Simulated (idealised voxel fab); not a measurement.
process module | voxel tone inversion
cross-section cut | 180 nm wide | cells 5 nm
A cross-section is a grid of square cells, given in bands from the top down. A band is one or more rows of cells.
Each band's line starts with the height of the band's top and of its bottom, in nm. Then come its materials from left to right, each with its width in nm. One material with "throughout" fills the band from edge to edge. "air" is empty space.
Height 0 is the level under which the wafer as received is all one material. The lowest band goes on downwards, as in "0 down".
A width such as "30 to 40" changes by the same amount from each row of cells to the next, from the band's top row to its bottom row.
"no change" after a step means that no cell of the cross-section changed.
closed voids: empty space of 8 cells or more with no open way to the top, each as width x height at its distance from the left edge, in nm
after a step's settings: what the simulator itself notes on the step
overlay nm, on a step with a mask: how far to the right of its planned place the mask lay; to the left if negative
plan
1 op RECEIVE | material Si
2 op CONFORMAL_DEP | material SiN | thk nm 5
3 op DIRECTIONAL_DEP | material aC | thk nm 15
4 op PATTERN | tone cover | mask id POSTS | material resist | width nm 15 | pitch nm 40 | thk nm 20 | overlay nm 0
5 op DIRECTIONAL_ETCH | etch materials aC | depth nm 15
6 op STRIP | etch materials resist
7 op FILL_DEP | material SiO2 | thk nm 5
8 op CMP | height nm 20
9 op STRIP | etch materials aC
as received, after step 1
  0 down: Si throughout
  closed voids: none
a wafer at the end: this start, this plan, one mistake
  20 to 5: air 40 | SiO2 15 | air 25 | SiO2 15 | air 25 | SiO2 15 | air 45
  5 to 0: SiN throughout
  0 down: Si throughout
  closed voids: none
what went wrong: step 4 ran as: op PATTERN | tone open | mask id POSTS | material resist | width nm 15 | pitch nm 40 | thk nm 20 | overlay nm 0
